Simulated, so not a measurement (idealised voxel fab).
A process module follows: voxel transistor to metal.
Cross-section cut: width 205 nm, square cells of 5 nm.
Format of a cross-section: grid, square cells. Given as bands. Order: top down. Band: one or more rows of cells.
Basically the band line says how high the top is and how high the bottom is, in nm, and then what's in it from left to right, every material with its width in nm. Empty space shows up as "blank", and if a single material carries "edge to edge" it runs the full band edge to edge.
The reference from which all heights are counted is 0, the level beneath which the as-received wafer is entirely one material; the lowest band, having no lower bound, proceeds downward and is written after the example "top 0, no bottom".
When a width is written as two numbers, as in "30 to 40", the first number is the width in the top row of cells of the band and the second is the width in its bottom row, and the width changes by the same amount from each row to the next.
Basically "nothing different" means that step didn't change any cell in the cross-section.
Listed in "Enclosed void listing": every empty space of 8 or more cells without an open way to the top. Form: width x height at distance, the distance being from the left edge, all in nm.
Text after the settings on a step's line: the simulator's own remark on that step.
The "overlay nm" setting may appear on a step's line; for a step that uses a mask, it gives how far to the right of its planned position the mask lay, and a negative value indicates the left.

[Steps in the process plan]
| 1 | RECEIVE [material Si] |
| 2 | OXIDIZE [depth nm 5] |
| 3 | CONFORMAL_DEP [material SiN] [thk nm 10] |
| 4 | DIRECTIONAL_DEP [material aC] [thk nm 10] |
| 5 | PATTERN [tone cover] [mask id ACTIVE] [material resist] [width nm 100] [thk nm 25] [overlay nm 0] |
| 6 | DIRECTIONAL_ETCH [etch materials aC] [depth nm 10] |
| 7 | STRIP [etch materials resist] |
| 8 | DIRECTIONAL_ETCH [etch materials SiN] [depth nm 10] |
| 9 | DIRECTIONAL_ETCH [etch materials SiO2] [depth nm 5] |
| 10 | DIRECTIONAL_ETCH [etch materials Si] [depth nm 35] |
| 11 | STRIP [etch materials aC] |
| 12 | OXIDIZE [depth nm 5] |
| 13 | FILL_DEP [material SiO2] [thk nm 5] |
| 14 | CMP [height nm 10] |
| 15 | SELECTIVE_ETCH [etch materials SiO2] [depth nm 10] |
| 16 | STRIP [etch materials SiN] |
| 17 | SELECTIVE_ETCH [etch materials SiO2] [depth nm 5] |
| 18 | OXIDIZE [depth nm 5] |
| 19 | DIRECTIONAL_DEP [material polySi] [thk nm 20] |
| 20 | DIRECTIONAL_DEP [material SiCN] [thk nm 15] |
| 21 | PATTERN [tone cover] [mask id GATE] [material resist] [width nm 30] [thk nm 15] [overlay nm 0] |
| 22 | DIRECTIONAL_ETCH [etch materials SiCN] [depth nm 25] |
| 23 | DIRECTIONAL_ETCH [etch materials polySi] [depth nm 30] |
| 24 | STRIP [etch materials resist] |
| 25 | CONFORMAL_DEP [material SiN] [thk nm 10] |
| 26 | DIRECTIONAL_ETCH [etch materials SiN] [depth nm 10] |
| 27 | DIRECTIONAL_ETCH [etch materials SiO2] [depth nm 5] |
| 28 | DIRECTIONAL_ETCH [etch materials Si] [depth nm 10] |
| 29 | EPI [material nSi] [thk nm 15] |
| 30 | FILL_DEP [material SiO2] [thk nm 5] |
| 31 | CMP [height nm 15] |
| 32 | STRIP [etch materials polySi] |
| 33 | SELECTIVE_ETCH [etch materials SiO2] [depth nm 5] |
| 34 | CONFORMAL_DEP [material HfO2] [thk nm 5] |
| 35 | CONFORMAL_DEP [material TiN] [thk nm 5] |
| 36 | FILL_DEP [material W] [thk nm 5] |
| 37 | CMP [height nm 10] |
| 38 | DIRECTIONAL_DEP [material SiO2] [thk nm 10] |
| 39 | PATTERN [tone open] [mask id CONTACT] [material resist] [width nm 15] [pitch nm 75] [thk nm 20] [overlay nm 0] |
| 40 | DIRECTIONAL_ETCH [etch materials SiO2] [depth nm 25] |
| 41 | STRIP [etch materials resist] |
| 42 | CONFORMAL_DEP [material TiN] [thk nm 5] |
| 43 | FILL_DEP [material Ru] [thk nm 10] |
| 44 | CMP [height nm 20] |
| 45 | DIRECTIONAL_DEP [material TiN] [thk nm 5] |
| 46 | DIRECTIONAL_DEP [material Ru] [thk nm 20] |
| 47 | DIRECTIONAL_DEP [material aC] [thk nm 10] |
| 48 | PATTERN [tone cover] [mask id METAL_1] [material resist] [width nm 15] [pitch nm 75] [thk nm 25] [overlay nm 0] |
| 49 | DIRECTIONAL_ETCH [etch materials aC] [depth nm 10] |
| 50 | STRIP [etch materials resist] |
| 51 | DIRECTIONAL_ETCH [etch materials Ru] [depth nm 20] |
| 52 | DIRECTIONAL_ETCH [etch materials TiN] [depth nm 5] |
| 53 | STRIP [etch materials aC] |
| 54 | CONFORMAL_DEP [material SiN] [thk nm 5] |
| 55 | FILL_DEP [material lowk] [thk nm 10] |
| 56 | CMP [height nm 45] |
| 57 | CONFORMAL_DEP [material SiCN] [thk nm 5] |
| 58 | DIRECTIONAL_DEP [material lowk] [thk nm 30] |
| 59 | PATTERN [tone open] [mask id METAL_2] [material resist] [width nm 15] [pitch nm 75] [thk nm 20] [overlay nm 0] |
| 60 | DIRECTIONAL_ETCH [etch materials lowk] [depth nm 15] |
| 61 | STRIP [etch materials resist] |
| 62 | PATTERN [tone open] [mask id METAL_2_HOLES] [material resist] [width nm 15] [pitch nm 75] [thk nm 20] [overlay nm 0] |
| 63 | DIRECTIONAL_ETCH [etch materials lowk] [depth nm 15] |
| 64 | DIRECTIONAL_ETCH [etch materials SiCN] [depth nm 5] |
| 65 | STRIP [etch materials resist] |
| 66 | CONFORMAL_DEP [material TiN] [thk nm 5] |
| 67 | FILL_DEP [material Ru] [thk nm 5] |
| 68 | CMP [height nm 80] |
| 69 | CONFORMAL_DEP [material SiN] [thk nm 5] |

[Here's what the wafer looked like in cross-section when it arrived - that's after step 1]
    top 0, no bottom: Si edge to edge
    Enclosed void listing: none

[End state of the module in cross-section, given the above starting point and plan and one mistake in execution]
    top 85, bottom 80: SiN edge to edge
    top 80, bottom 50: lowk edge to edge
    top 50, bottom 45: SiCN edge to edge
    top 45, bottom 25: lowk 50 nm, then SiN 5 nm, then Ru 15 nm, then SiN 5 nm, then lowk 50 nm, then SiN 5 nm, then Ru 15 nm, then SiN 5 nm, then lowk 55 nm
    top 25, bottom 20: SiN 55 nm, then TiN 15 nm, then SiN 60 nm, then TiN 15 nm, then SiN 60 nm
    top 20, bottom 10: SiO2 55 nm, then TiN 5 nm, then Ru 5 nm, then TiN 5 nm, then SiO2 60 nm, then TiN 5 nm, then Ru 5 nm, then TiN 5 nm, then SiO2 60 nm
    top 10, bottom 5: SiO2 55 nm, then TiN 15 nm, then SiO2 5 nm, then SiN 10 nm, then HfO2 5 nm, then TiN 5 nm, then W 10 nm, then TiN 5 nm, then HfO2 5 nm, then SiN 10 nm, then SiO2 5 nm, then TiN 15 nm, then SiO2 60 nm
    top 5, bottom 0: SiO2 55 nm, then TiN 5 nm, then nSi 15 nm, then SiN 10 nm, then HfO2 5 nm, then TiN 5 nm, then W 10 nm, then TiN 5 nm, then HfO2 5 nm, then SiN 10 nm, then nSi 15 nm, then TiN 5 nm, then SiO2 60 nm
    top 0, bottom -5: SiO2 55 nm, then TiN 5 nm, then nSi 15 nm, then SiN 10 nm, then HfO2 5 nm, then TiN 20 nm, then HfO2 5 nm, then SiN 10 nm, then nSi 15 nm, then TiN 5 nm, then SiO2 60 nm
    top -5, bottom -10: SiO2 50 nm, then nSi 25 nm, then SiO2 5 nm, then HfO2 40 nm, then SiO2 5 nm, then nSi 25 nm, then SiO2 55 nm
    top -10, bottom -20: SiO2 55 nm, then nSi 20 nm, then Si 50 nm, then nSi 20 nm, then SiO2 60 nm
    top -20, bottom -45: SiO2 55 nm, then Si 90 nm, then SiO2 60 nm
    top -45, no bottom: Si edge to edge
    Enclosed void listing: none
The plan and the run diverged here: the plan's step 58 ran twice
